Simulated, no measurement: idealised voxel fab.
This section sets out a process module, namely voxel tone inversion.
Each square cell in cross-section cut measures 5 nm, and the section as a whole is 175 nm wide.
Notation: cross-section as square-cell grid; stated in bands, top first, going down; one or more cell rows per band.
It is stipulated that each band's entry specify, in nanometres, the height of the top of the band and then that of its bottom, followed by the materials of the band in left-to-right sequence, each together with its width in nanometres. A single material marked by the word "throughout" is understood to fill the band from edge to edge; the word "air" is understood to denote empty space.
Measure heights from 0. That's the level where, below it, the as-received wafer is all one material. The lowest band is bottomless and extends downward; write it as in "0 -> down".
A width such as "30->40" changes by the same amount from each row of cells to the next, from the band's top row to its bottom row.
Given "everything unchanged" for a step, no cell of the cross-section differs between before and after that step.
The list in "Enclosed cavities" covers empty spaces of 8 cells or more that cannot reach the top through any open way, and it gives each as width x height at distance; the distance is from the left edge, and width, height and distance are in nm.
Read whatever lies past the settings on a step's line as the simulator's own remark about the step.
For masked steps, "overlay nm" on the step line gives how far right of plan the mask actually lay; a minus sign means it lay to the left.
THESE ARE THE STEPS WE PLANNED FOR THE PROCESS
| 1 | RECEIVE, material Si |
| 2 | CONFORMAL_DEP, material SiN, thk nm 5 |
| 3 | DIRECTIONAL_DEP, material aC, thk nm 20 |
| 4 | PATTERN, tone cover, mask id POSTS, material resist, width nm 25, pitch nm 40, thk nm 25, overlay nm 0 |
| 5 | DIRECTIONAL_ETCH, etch materials aC, depth nm 20 |
| 6 | STRIP, etch materials resist |
| 7 | FILL_DEP, material SiO2, thk nm 10 |
| 8 | CMP, height nm 25 |
| 9 | STRIP, etch materials aC |
| 10 | CONFORMAL_DEP, material TiN, thk nm 5 |
| 11 | FILL_DEP, material Cu, thk nm 5 |
| 12 | CMP, height nm 25 |
| 13 | CONFORMAL_DEP, material SiN, thk nm 5 |
ON THE FIRST OF THE TWO WAFERS: RUN CONDUCTED ACCORDING TO PLAN
WAFER AS RECEIVED: CROSS-SECTION FOLLOWING STEP 1
* 0 -> down  Si throughout
* Enclosed cavities: none
UPON COMPLETION OF STEP 2, THE WAFER APPEARS IN CROSS-SECTION AS SHOWN
* 5 -> 0  SiN throughout
* Rest of section, below 0: as before.
UPON COMPLETION OF STEP 3, THE WAFER APPEARS IN CROSS-SECTION AS SHOWN
* 25 -> 5  aC throughout
* Rest of section, below 5: as before.
UPON COMPLETION OF STEP 4, THE WAFER APPEARS IN CROSS-SECTION AS SHOWN
* 50 -> 25  air=15  resist=25  air=15  resist=25  air=15  resist=25  air=15  resist=25  air=15
* Rest of section, below 25: as before.
UPON COMPLETION OF STEP 5, THE WAFER APPEARS IN CROSS-SECTION AS SHOWN
* 30 -> 25  air=15  resist=25  air=15  resist=25  air=15  resist=25  air=15  resist=25  air=15
* 25 -> 5  air=15  aC=25  air=15  aC=25  air=15  aC=25  air=15  aC=25  air=15
* Rest of section, below 5: as before.
UPON COMPLETION OF STEP 6, THE WAFER APPEARS IN CROSS-SECTION AS SHOWN
* 25 -> 5  air=15  aC=25  air=15  aC=25  air=15  aC=25  air=15  aC=25  air=15
* Rest of section, below 5: as before.
UPON COMPLETION OF STEP 7, THE WAFER APPEARS IN CROSS-SECTION AS SHOWN
* 35 -> 25  SiO2 throughout
* 25 -> 5  SiO2=15  aC=25  SiO2=15  aC=25  SiO2=15  aC=25  SiO2=15  aC=25  SiO2=15
* Rest of section, below 5: as before.
UPON COMPLETION OF STEP 8, THE WAFER APPEARS IN CROSS-SECTION AS SHOWN
* 25 -> 5  SiO2=15  aC=25  SiO2=15  aC=25  SiO2=15  aC=25  SiO2=15  aC=25  SiO2=15
* Rest of section, below 5: as before.
UPON COMPLETION OF STEP 9, THE WAFER APPEARS IN CROSS-SECTION AS SHOWN
* 25 -> 5  SiO2=15  air=25  SiO2=15  air=25  SiO2=15  air=25  SiO2=15  air=25  SiO2=15
* Rest of section, below 5: as before.
UPON COMPLETION OF STEP 10, THE WAFER APPEARS IN CROSS-SECTION AS SHOWN
* 30 -> 25  TiN=20  air=15  TiN=25  air=15  TiN=25  air=15  TiN=25  air=15  TiN=20
* 25 -> 10  SiO2=15  TiN=5  air=15  TiN=5  SiO2=15  TiN=5  air=15  TiN=5  SiO2=15  TiN=5  air=15  TiN=5  SiO2=15  TiN=5  air=15  TiN=5  SiO2=15
* 10 -> 5  SiO2=15  TiN=25  SiO2=15  TiN=25  SiO2=15  TiN=25  SiO2=15  TiN=25  SiO2=15
* Rest of section, below 5: as before.
UPON COMPLETION OF STEP 11, THE WAFER APPEARS IN CROSS-SECTION AS SHOWN
* 35 -> 30  Cu throughout
* 30 -> 25  TiN=20  Cu=15  TiN=25  Cu=15  TiN=25  Cu=15  TiN=25  Cu=15  TiN=20
* 25 -> 10  SiO2=15  TiN=5  Cu=15  TiN=5  SiO2=15  TiN=5  Cu=15  TiN=5  SiO2=15  TiN=5  Cu=15  TiN=5  SiO2=15  TiN=5  Cu=15  TiN=5  SiO2=15
* Rest of section, below 10: as before.
UPON COMPLETION OF STEP 12, THE WAFER APPEARS IN CROSS-SECTION AS SHOWN
* 25 -> 10  SiO2=15  TiN=5  Cu=15  TiN=5  SiO2=15  TiN=5  Cu=15  TiN=5  SiO2=15  TiN=5  Cu=15  TiN=5  SiO2=15  TiN=5  Cu=15  TiN=5  SiO2=15
* Rest of section, below 10: as before.
UPON COMPLETION OF STEP 13, THE WAFER APPEARS IN CROSS-SECTION AS SHOWN
* 30 -> 25  SiN throughout
* Rest of section, below 25: as before.
HERE THE SECOND WAFER IS DESCRIBED. ITS START AND ITS PLAN WERE THOSE OF THE FIRST WAFER. ITS RUN CONTAINED ONE MISTAKE. UP TO AND INCLUDING STEP 3, IT DID EXACTLY WHAT THE FIRST WAFER DID
X-SECTION, SECOND WAFER, WHEN STEP 4 WAS DUE TO FINISH
* 50 -> 25  resist=15  air=25  resist=15  air=25  resist=15  air=25  resist=15  air=25  resist=15
* Rest of section, below 25: as before.
X-SECTION, SECOND WAFER, WHEN STEP 5 WAS DUE TO FINISH
* 30 -> 25  resist=15  air=25  resist=15  air=25  resist=15  air=25  resist=15  air=25  resist=15
* 25 -> 5  aC=15  air=25  aC=15  air=25  aC=15  air=25  aC=15  air=25  aC=15
* Rest of section, below 5: as before.
X-SECTION, SECOND WAFER, WHEN STEP 6 WAS DUE TO FINISH
* 25 -> 5  aC=15  air=25  aC=15  air=25  aC=15  air=25  aC=15  air=25  aC=15
* Rest of section, below 5: as before.
X-SECTION, SECOND WAFER, WHEN STEP 7 WAS DUE TO FINISH
* 35 -> 25  SiO2 throughout
* 25 -> 5  aC=15  SiO2=25  aC=15  SiO2=25  aC=15  SiO2=25  aC=15  SiO2=25  aC=15
* Rest of section, below 5: as before.
X-SECTION, SECOND WAFER, WHEN STEP 8 WAS DUE TO FINISH
* 25 -> 5  aC=15  SiO2=25  aC=15  SiO2=25  aC=15  SiO2=25  aC=15  SiO2=25  aC=15
* Rest of section, below 5: as before.
X-SECTION, SECOND WAFER, WHEN STEP 9 WAS DUE TO FINISH
* 25 -> 5  air=15  SiO2=25  air=15  SiO2=25  air=15  SiO2=25  air=15  SiO2=25  air=15
* Rest of section, below 5: as before.
X-SECTION, SECOND WAFER, WHEN STEP 10 WAS DUE TO FINISH
* 30 -> 25  air=10  TiN=35  air=5  TiN=35  air=5  TiN=35  air=5  TiN=35  air=10
* 25 -> 10  air=10  TiN=5  SiO2=25  TiN=5  air=5  TiN=5  SiO2=25  TiN=5  air=5  TiN=5  SiO2=25  TiN=5  air=5  TiN=5  SiO2=25  TiN=5  air=10
* 10 -> 5  TiN=15  SiO2=25  TiN=15  SiO2=25  TiN=15  SiO2=25  TiN=15  SiO2=25  TiN=15
* Rest of section, below 5: as before.
X-SECTION, SECOND WAFER, WHEN STEP 11 WAS DUE TO FINISH
* 35 -> 30  Cu throughout
* 30 -> 25  Cu=10  TiN=35  Cu=5  TiN=35  Cu=5  TiN=35  Cu=5  TiN=35  Cu=10
* 25 -> 10  Cu=10  TiN=5  SiO2=25  TiN=5  Cu=5  TiN=5  SiO2=25  TiN=5  Cu=5  TiN=5  SiO2=25  TiN=5  Cu=5  TiN=5  SiO2=25  TiN=5  Cu=10
* Rest of section, below 10: as before.
X-SECTION, SECOND WAFER, WHEN STEP 12 WAS DUE TO FINISH
* 25 -> 10  Cu=10  TiN=5  SiO2=25  TiN=5  Cu=5  TiN=5  SiO2=25  TiN=5  Cu=5  TiN=5  SiO2=25  TiN=5  Cu=5  TiN=5  SiO2=25  TiN=5  Cu=10
* Rest of section, below 10: as before.
X-SECTION, SECOND WAFER, WHEN STEP 13 WAS DUE TO FINISH
* 30 -> 25  SiN throughout
* Rest of section, below 25: as before.
Misprocessing identified: it should be noted that step 4 was executed with settings other than those planned, the operation and settings actually applied being PATTERN, tone open, mask id POSTS, material resist, width nm 25, pitch nm 40, thk nm 25, overlay nm 0
Final comparison by cell count, materials where the second wafer has more or fewer than the first: Cu: 15 fewer, SiO2: 20 more, TiN: 5 fewer
